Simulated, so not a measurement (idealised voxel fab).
You're looking at the process module voxel quadruple lines.
Displayed cross-section: cut, width of 170 nm, square cells sized 5 nm.
Cross-section layout: square cells on a grid; listed as bands, top to bottom; a band spans one or more cell rows. Each band's line starts with the height of the band's top and of its bottom, in nm. Then come its materials from left to right, each with its width in nm. One material with "throughout" fills the band from edge to edge. "empty" is empty space. Ref level 0: as-received wafer is one material below here. Bottom band extends down with no lower bound ("0..down"). Read "30->40" as a graded width: first number on top, second number at the bottom, same change between each pair of neighbouring rows. "nothing changed" for a step: no cell of the cross-section changed in that step. "Closed void register": empty spaces of 8 cells or more with no open way to the top, each given as width x height at distance, distance from the left edge, all in nm. after a step's settings: what the simulator itself notes on the step. On any step carrying a mask, the "overlay nm" setting, if present on the step's line, tells how far right of its planned place the mask lay; negative values point to the left.

PLANNED PROCESS STEPS
step 1: op RECEIVE | material Si
step 2: op CONFORMAL_DEP | material Al2O3 | thk nm 5
step 3: op DIRECTIONAL_DEP | material W | thk nm 10
step 4: op DIRECTIONAL_DEP | material polySi | thk nm 15
step 5: op DIRECTIONAL_DEP | material aC | thk nm 20
step 6: op PATTERN | tone cover | mask id MANDREL | material resist | width nm 20 | pitch nm 60 | thk nm 30 | overlay nm 0
step 7: op DIRECTIONAL_ETCH | etch materials aC | depth nm 20
step 8: op STRIP | etch materials resist
step 9: op CONFORMAL_DEP | material SiO2 | thk nm 10
step 10: op DIRECTIONAL_ETCH | etch materials SiO2 | depth nm 10
step 11: op STRIP | etch materials aC
step 12: op DIRECTIONAL_ETCH | etch materials polySi | depth nm 15
step 13: op STRIP | etch materials SiO2
step 14: op CONFORMAL_DEP | material SiCN | thk nm 5
step 15: op DIRECTIONAL_ETCH | etch materials SiCN | depth nm 5
step 16: op STRIP | etch materials polySi
step 17: op DIRECTIONAL_ETCH | etch materials W | depth nm 10
step 18: op STRIP | etch materials SiCN
step 19: op FILL_DEP | material SiO2 | thk nm 10
step 20: op CMP | height nm 15

INCOMING WAFER, CROSS-SECTIONAL VIEW, POST STEP 1
> 0..down | Si throughout
> Closed void register: none

FINAL CROSS-SECTION, MODULE RUN WITH ONE MISTAKE (START AND PLAN AS ABOVE)
> 15..5 | polySi throughout
> 5..0 | Al2O3 throughout
> 0..down | Si throughout
> Closed void register: none
what went wrong: ran 3 and 4 in swapped order versus the plan
